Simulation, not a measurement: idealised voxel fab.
process module | voxel capacitor over wiring
cross-section cut | 165 nm wide | cells 5 nm
A cross-section is a grid of square cells, given in bands from the top down. A band is one or more rows of cells.
Each band's line starts with the height of the band's top and of its bottom, in nm. Then come its materials from left to right, each with its width in nm. One material with "throughout" fills the band from edge to edge. "air" is empty space.
Height 0 is the level under which the wafer as received is all one material. The lowest band goes on downwards, as in "0 down".
A width such as "30 to 40" changes by the same amount from each row of cells to the next, from the band's top row to its bottom row.
"no change" after a step means that no cell of the cross-section changed.
closed voids: empty space of 8 cells or more with no open way to the top, each as width x height at its distance from the left edge, in nm
after a step's settings: what the simulator itself notes on the step
overlay nm, on a step with a mask: how far to the right of its planned place the mask lay; to the left if negative
plan
1 op RECEIVE | material Si
2 op CONFORMAL_DEP | material SiO2 | thk nm 15
3 op CONFORMAL_DEP | material SiCN | thk nm 5
4 op DIRECTIONAL_DEP | material SiO2 | thk nm 25
5 op PATTERN | tone open | mask id METAL_1 | material resist | width nm 30 | pitch nm 95 | thk nm 15 | overlay nm 0
6 op DIRECTIONAL_ETCH | etch materials SiO2 | depth nm 25
7 op DIRECTIONAL_ETCH | etch materials SiCN | depth nm 5
8 op STRIP | etch materials resist
9 op CONFORMAL_DEP | material TiN | thk nm 5
10 op FILL_DEP | material Ru | thk nm 5
11 op CMP | height nm 45
12 op EPI | material Ru | thk nm 5
13 op FILL_DEP | material SiCN | thk nm 5
14 op DIRECTIONAL_DEP | material SiO2 | thk nm 20
15 op DIRECTIONAL_DEP | material aC | thk nm 10
16 op PATTERN | tone open | mask id PLUG_1 | material resist | width nm 15 | thk nm 25 | overlay nm 0
17 op DIRECTIONAL_ETCH | etch materials aC | depth nm 10
18 op STRIP | etch materials resist
19 op DIRECTIONAL_ETCH | etch materials SiO2 | depth nm 20
20 op DIRECTIONAL_ETCH | etch materials SiCN | depth nm 5
21 op STRIP | etch materials aC
22 op CONFORMAL_DEP | material TiN | thk nm 5
23 op FILL_DEP | material W | thk nm 5
24 op CMP | height nm 75
25 op DIRECTIONAL_DEP | material TiN | thk nm 5
26 op DIRECTIONAL_DEP | material SiN | thk nm 5
27 op DIRECTIONAL_DEP | material TiN | thk nm 10
28 op MASKED_ETCH | tone cover | mask id UPPER_PLATE | width nm 70 | etch materials TiN | depth nm 10 | overlay nm 0
29 op MASKED_ETCH | tone cover | mask id UPPER_PLATE | width nm 70 | etch materials SiN | depth nm 5 | overlay nm 0
30 op PATTERN | tone cover | mask id LOWER_PLATE | material resist | width nm 80 | thk nm 15 | overlay nm -15
31 op DIRECTIONAL_ETCH | etch materials TiN | depth nm 5
32 op STRIP | etch materials resist
33 op FILL_DEP | material SiO2 | thk nm 15
34 op CMP | height nm 105
35 op PATTERN | tone open | mask id PLUG_2 | material resist | width nm 15 | thk nm 20 | overlay nm 0
36 op DIRECTIONAL_ETCH | etch materials SiO2 | depth nm 10
37 op STRIP | etch materials resist
38 op CONFORMAL_DEP | material TiN | thk nm 5
39 op FILL_DEP | material Cu | thk nm 5
40 op CMP | height nm 105
41 op CONFORMAL_DEP | material SiCN | thk nm 5
varied across the wafers: overlay nm of step 30. The plan shows the first wafer's value. All wafers start alike
first wafer as received, after step 1
  0 down: Si throughout
  closed voids: none
first wafer at the end, after step 41
  110 to 105: SiCN throughout
  105 to 100: SiO2 45 | TiN 5 | Cu 5 | TiN 5 | SiO2 105
  100 to 90: SiO2 45 to 35 | TiN 15 to 60 | SiO2 105 to 70
  90 to 85: SiO2 35 | TiN 70 | SiO2 60
  85 to 80: SiO2 35 | SiN 70 | SiO2 60
  80 to 75: SiO2 15 | TiN 90 | SiO2 60
  75 to 55: SiO2 35 | TiN 5 | W 5 | TiN 5 | SiO2 115
  55 to 50: SiCN 35 | TiN 15 | SiCN 115
  50 to 45: SiCN 15 | Ru 40 | SiCN 55 | Ru 40 | SiCN 15
  45 to 20: SiO2 20 | TiN 5 | Ru 20 | TiN 5 | SiO2 65 | TiN 5 | Ru 20 | TiN 5 | SiO2 20
  20 to 15: SiCN 20 | TiN 30 | SiCN 65 | TiN 30 | SiCN 20
  15 to 0: SiO2 throughout
  0 down: Si throughout
  closed voids: none
last wafer at the end
  110 to 105: SiCN throughout
  105 to 100: SiO2 45 | TiN 5 | Cu 5 | TiN 5 | SiO2 105
  100 to 90: SiO2 45 | TiN 15 to 60 | SiO2 105 to 60
  90 to 85: SiO2 35 | TiN 70 | SiO2 60
  85 to 80: SiO2 35 | SiN 70 | SiO2 60
  80 to 75: SiO2 35 | TiN 90 | SiO2 40
  75 to 55: SiO2 35 | TiN 5 | W 5 | TiN 5 | SiO2 115
  55 to 50: SiCN 35 | TiN 15 | SiCN 115
  50 to 45: SiCN 15 | Ru 40 | SiCN 55 | Ru 40 | SiCN 15
  45 to 20: SiO2 20 | TiN 5 | Ru 20 | TiN 5 | SiO2 65 | TiN 5 | Ru 20 | TiN 5 | SiO2 20
  20 to 15: SiCN 20 | TiN 30 | SiCN 65 | TiN 30 | SiCN 20
  15 to 0: SiO2 throughout
  0 down: Si throughout
  closed voids: none
each wafer at the end: cells of each material gained (+) or lost (-) since it was received, then its closed voids
overlay nm -15 | +1 Cu | +56 Ru | +101 SiCN | +14 SiN | +458 SiO2 | +92 TiN | +4 W | closed voids: none
overlay nm -10 | +1 Cu | +56 Ru | +101 SiCN | +14 SiN | +458 SiO2 | +92 TiN | +4 W | closed voids: none
overlay nm -5 | +1 Cu | +56 Ru | +101 SiCN | +14 SiN | +458 SiO2 | +92 TiN | +4 W | closed voids: none
overlay nm 0 | +1 Cu | +56 Ru | +101 SiCN | +14 SiN | +458 SiO2 | +92 TiN | +4 W | closed voids: none
overlay nm 5 | +1 Cu | +56 Ru | +101 SiCN | +14 SiN | +458 SiO2 | +92 TiN | +4 W | closed voids: none
overlay nm 10 | +1 Cu | +56 Ru | +101 SiCN | +14 SiN | +458 SiO2 | +92 TiN | +4 W | closed voids: none
overlay nm 15 | +1 Cu | +56 Ru | +101 SiCN | +14 SiN | +458 SiO2 | +92 TiN | +4 W | closed voids: none
